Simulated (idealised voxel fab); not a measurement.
The following is a process module called voxel tone inversion.
Cross-section cut: width 205 nm, square cells of 5 nm.
Cross-section, as written here: a square-cell grid given band by band from the top down, where a band holds one or more rows of cells.
Band entry format. Leading values: height of top, height of bottom, nm. Remainder: materials in left-to-right order, each with its width in nm. Special words: "all across" on a single material, which then fills the band edge to edge; "empty", empty space.
Height reference: 0 = level under which incoming wafer is all one material. Lowest band: no bottom, runs on downward, e.g. "from 0 down".
Think of "30->40" as a width that walks from the first number to the second as you go down the band, top row to bottom row, taking equal-sized steps from row to row.
A step reported as "remained the same" is a step in which no cell of the cross-section changed.
Closed empty spaces (no open way to the top) of 8 cells or more are what "Closed void table" lists, each as width x height at distance from the left edge, nm for all three.
Step line, after settings: the simulator's comment on this step.
The line of a step may include "overlay nm". On a step with a mask, this value is how far to the right of its planned place the mask lay. A negative value means the mask lay to the left.

[Planned step list for the process]
step 1: RECEIVE with material Si
step 2: CONFORMAL_DEP with material SiCN, thk nm 10
step 3: DIRECTIONAL_DEP with material aC, thk nm 15
step 4: PATTERN with tone cover, mask id POSTS, material resist, width nm 25, pitch nm 45, thk nm 20, overlay nm 0
step 5: DIRECTIONAL_ETCH with etch materials aC, depth nm 15
step 6: STRIP with etch materials resist
step 7: FILL_DEP with material SiO2, thk nm 10
step 8: CMP with height nm 25
step 9: STRIP with etch materials aC

[So this is the incoming wafer in cross-section - it's already been through step 1]
from 0 down: Si all across
Closed void table: none

[Starting structure and process plan are as shown above, but one mistake was made in running the module; the wafer cross-section at the end of the module follows]
from 25 to 10: 30 nm SiO2; 25 nm empty; 20 nm SiO2; 25 nm empty; 20 nm SiO2; 25 nm empty; 20 nm SiO2; 25 nm empty; 15 nm SiO2
from 10 to 0: SiCN all across
from 0 down: Si all across
Closed void table: none
Misprocessing identified: step 4 ran as: PATTERN with tone cover, mask id POSTS, material resist, width nm 25, pitch nm 45, thk nm 20, overlay nm 10
